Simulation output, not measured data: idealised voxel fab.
process module | voxel wiring stack
cross-section cut | 255 nm wide | cells 5 nm
A cross-section is a grid of square cells, given in bands from the top down. A band is one or more rows of cells.
Each band's line starts with the height of the band's top and of its bottom, in nm. Then come its materials from left to right, each with its width in nm. One material with "throughout" fills the band from edge to edge. "air" is empty space.
Height 0 is the level under which the wafer as received is all one material. The lowest band goes on downwards, as in "0 down".
A width such as "30 to 40" changes by the same amount from each row of cells to the next, from the band's top row to its bottom row.
"no change" after a step means that no cell of the cross-section changed.
closed voids: empty space of 8 cells or more with no open way to the top, each as width x height at its distance from the left edge, in nm
after a step's settings: what the simulator itself notes on the step
overlay nm, on a step with a mask: how far to the right of its planned place the mask lay; to the left if negative
plan
1 op RECEIVE | material Si
2 op CONFORMAL_DEP | material SiO2 | thk nm 15
3 op CONFORMAL_DEP | material SiN | thk nm 5
4 op DIRECTIONAL_DEP | material SiO2 | thk nm 15
5 op DIRECTIONAL_DEP | material aC | thk nm 15
6 op PATTERN | tone open | mask id METAL_1 | material resist | width nm 20 | pitch nm 35 | thk nm 35 | overlay nm 0
7 op DIRECTIONAL_ETCH | etch materials aC | depth nm 15
8 op STRIP | etch materials resist
9 op DIRECTIONAL_ETCH | etch materials SiO2 | depth nm 15
10 op DIRECTIONAL_ETCH | etch materials SiN | depth nm 5
11 op STRIP | etch materials aC
12 op CONFORMAL_DEP | material TiN | thk nm 5
13 op FILL_DEP | material W | thk nm 10
14 op CMP | height nm 35
15 op CONFORMAL_DEP | material SiCN | thk nm 5
16 op DIRECTIONAL_DEP | material SiO2 | thk nm 15
17 op PATTERN | tone open | mask id PLUG_1 | material resist | width nm 15 | pitch nm 70 | thk nm 20 | overlay nm 0
18 op DIRECTIONAL_ETCH | etch materials SiO2 | depth nm 15
19 op DIRECTIONAL_ETCH | etch materials SiCN | depth nm 5
20 op STRIP | etch materials resist
21 op CONFORMAL_DEP | material TiN | thk nm 5
22 op FILL_DEP | material Ru | thk nm 10
23 op CMP | height nm 55
24 op DIRECTIONAL_DEP | material TiN | thk nm 5
25 op DIRECTIONAL_DEP | material Ru | thk nm 15
26 op MASKED_ETCH | tone cover | mask id METAL_2 | width nm 20 | pitch nm 35 | etch materials Ru | depth nm 15 | overlay nm 0
27 op MASKED_ETCH | tone cover | mask id METAL_2 | width nm 20 | pitch nm 35 | etch materials TiN | depth nm 5 | overlay nm 0
28 op FILL_DEP | material SiO2 | thk nm 5
29 op CMP | height nm 75
30 op CONFORMAL_DEP | material SiCN | thk nm 5
31 op DIRECTIONAL_DEP | material SiO2 | thk nm 30
32 op DIRECTIONAL_DEP | material aC | thk nm 10
33 op PATTERN | tone open | mask id METAL_3 | material resist | width nm 20 | pitch nm 35 | thk nm 30 | overlay nm 0
34 op DIRECTIONAL_ETCH | etch materials aC | depth nm 10
35 op STRIP | etch materials resist
36 op DIRECTIONAL_ETCH | etch materials SiO2 | depth nm 20
37 op STRIP | etch materials aC
38 op PATTERN | tone open | mask id METAL_3_HOLES | material resist | width nm 15 | pitch nm 70 | thk nm 20 | overlay nm 0
39 op DIRECTIONAL_ETCH | etch materials SiO2 | depth nm 10
40 op DIRECTIONAL_ETCH | etch materials SiCN | depth nm 5
41 op STRIP | etch materials resist
42 op CONFORMAL_DEP | material TiN | thk nm 5
43 op FILL_DEP | material Cu | thk nm 5
44 op CMP | height nm 110
45 op CONFORMAL_DEP | material SiN | thk nm 5
as received, after step 1
  0 down: Si throughout
  closed voids: none
first wafer at the end, as planned
  115 to 110: SiN throughout
  110 to 95: SiO2 65 | TiN 5 | Cu 10 | TiN 5 | SiO2 15 | TiN 5 | Cu 10 | TiN 5 | SiO2 15 | TiN 5 | Cu 10 | TiN 5 | SiO2 15 | TiN 5 | Cu 10 | TiN 5 | SiO2 65
  95 to 90: SiO2 65 | TiN 5 | Cu 5 | TiN 10 | SiO2 15 | TiN 20 | SiO2 15 | TiN 5 | Cu 5 | TiN 10 | SiO2 15 | TiN 20 | SiO2 65
  90 to 80: SiO2 65 | TiN 5 | Cu 5 | TiN 5 | SiO2 55 | TiN 5 | Cu 5 | TiN 5 | SiO2 105
  80 to 75: SiCN 65 | TiN 15 | SiCN 55 | TiN 15 | SiCN 105
  75 to 60: SiO2 65 | Ru 20 | SiO2 15 | Ru 20 | SiO2 15 | Ru 20 | SiO2 15 | Ru 20 | SiO2 65
  60 to 55: SiO2 65 | TiN 20 | SiO2 15 | TiN 20 | SiO2 15 | TiN 20 | SiO2 15 | TiN 20 | SiO2 65
  55 to 40: SiO2 65 | TiN 5 | Ru 5 | TiN 5 | SiO2 55 | TiN 5 | Ru 5 | TiN 5 | SiO2 105
  40 to 35: SiCN 65 | TiN 15 | SiCN 55 | TiN 15 | SiCN 105
  35 to 20: SiO2 65 | TiN 5 | W 10 | TiN 5 | SiO2 15 | TiN 5 | W 10 | TiN 5 | SiO2 15 | TiN 5 | W 10 | TiN 5 | SiO2 15 | TiN 5 | W 10 | TiN 5 | SiO2 65
  20 to 15: SiN 65 | TiN 20 | SiN 15 | TiN 20 | SiN 15 | TiN 20 | SiN 15 | TiN 20 | SiN 65
  15 to 0: SiO2 throughout
  0 down: Si throughout
  closed voids: none
second wafer at the end: like start, like plan, one mistake
  115 to 110: SiN throughout
  110 to 95: SiO2 65 | TiN 5 | Cu 10 | TiN 5 | SiO2 15 | TiN 5 | Cu 10 | TiN 5 | SiO2 15 | TiN 5 | Cu 10 | TiN 5 | SiO2 15 | TiN 5 | Cu 10 | TiN 5 | SiO2 65
  95 to 90: SiO2 65 | TiN 5 | Cu 5 | TiN 10 | SiO2 15 | TiN 20 | SiO2 15 | TiN 5 | Cu 5 | TiN 10 | SiO2 15 | TiN 20 | SiO2 65
  90 to 80: SiO2 65 | TiN 5 | Cu 5 | TiN 5 | SiO2 55 | TiN 5 | Cu 5 | TiN 5 | SiO2 105
  80 to 75: SiCN 65 | TiN 15 | SiCN 55 | TiN 15 | SiCN 105
  75 to 60: SiO2 65 | Ru 20 | SiO2 15 | Ru 20 | SiO2 15 | Ru 20 | SiO2 15 | Ru 20 | SiO2 65
  60 to 55: SiN throughout
  55 to 40: SiO2 65 | TiN 5 | Ru 5 | TiN 5 | SiO2 55 | TiN 5 | Ru 5 | TiN 5 | SiO2 105
  40 to 35: SiCN 65 | TiN 15 | SiCN 55 | TiN 15 | SiCN 105
  35 to 20: SiO2 65 | TiN 5 | W 10 | TiN 5 | SiO2 15 | TiN 5 | W 10 | TiN 5 | SiO2 15 | TiN 5 | W 10 | TiN 5 | SiO2 15 | TiN 5 | W 10 | TiN 5 | SiO2 65
  20 to 15: SiN 65 | TiN 20 | SiN 15 | TiN 20 | SiN 15 | TiN 20 | SiN 15 | TiN 20 | SiN 65
  15 to 0: SiO2 throughout
  0 down: Si throughout
  closed voids: none
what went wrong: step 24 ran as: op DIRECTIONAL_DEP | material SiN | thk nm 5
at the end the second wafer has, in cells: 51 more of SiN | 35 fewer of SiO2 | 16 fewer of TiN
